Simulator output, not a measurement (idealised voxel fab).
Process module, titled voxel plated lines
Pictured: cross-section cut, 275 nm wide, on a grid of 5 nm square cells.
This document writes a cross-section as a grid whose cells are square, and gives it as bands, listed from the top down; one or more rows of cells form a band.
This entry defines a band. It first specifies the height of the band's top and the height of its bottom in nm, and then specifies the band's materials from left to right, stating each material with its width in nm. The word "throughout" identifies a single material that fills the band from edge to edge, while the word "air" identifies empty space.
Zero point of the height axis is 0; under it, received wafer = one material. Lowest band: continues down indefinitely, "0 down".
A two-number width, for instance "30 to 40", indicates that the width is equal to the first number in the top row of the band and to the second number in the bottom row, and that it changes by a constant amount per row of cells.
The designation "remained the same", where it is given for a processing step, indicates that no cell of the cross-section was altered in the course of that step.
Reported under the label "Voids lacking openings" are the empty spaces having no open way to the top and comprising 8 cells or more; the notation for each is width x height at distance, in which the distance is measured from the left edge and all three values are in nm.
Formally, on a step line, whatever follows the settings is a remark that the simulator itself makes on the step.
A step's line can hold "overlay nm"; with a mask on that step, the setting says how far right of the planned place the mask lay, while a negative setting says it lay to the left.

[The planned process steps are enumerated hereunder]
1,op RECEIVE | material Si
2,op CONFORMAL_DEP | material Al2O3 | thk nm 5
3,op DIRECTIONAL_DEP | material TiN | thk nm 5
4,op PATTERN | tone open | mask id LINES | material resist | width nm 30 | pitch nm 45 | thk nm 25 | overlay nm 0
5,op EPI | material Ru | thk nm 10
6,op EPI | material Ru | thk nm 10
7,op STRIP | etch materials resist
8,op DIRECTIONAL_ETCH | etch materials TiN | depth nm 5
9,op CONFORMAL_DEP | material SiO2 | thk nm 5

[Cross-section of the wafer at receipt, which is the condition after step 1]
    0 down | Si throughout
    Voids lacking openings: none

[One mistake in running the module, otherwise start and plan as above: cross-section at the end]
    35 to 30 | 85 nm air, 105 nm SiO2, 85 nm air
    30 to 25 | 85 nm air, 5 nm SiO2, 95 nm Ru, 5 nm SiO2, 85 nm air
    25 to 20 | 90 nm SiO2, 95 nm Ru, 90 nm SiO2
    20 to 10 | Ru throughout
    10 to 5 | TiN throughout
    5 to 0 | Al2O3 throughout
    0 down | Si throughout
    Voids lacking openings: none
Diagnosis: step 7 occupied the plan position of step 6, and the converse holds as well
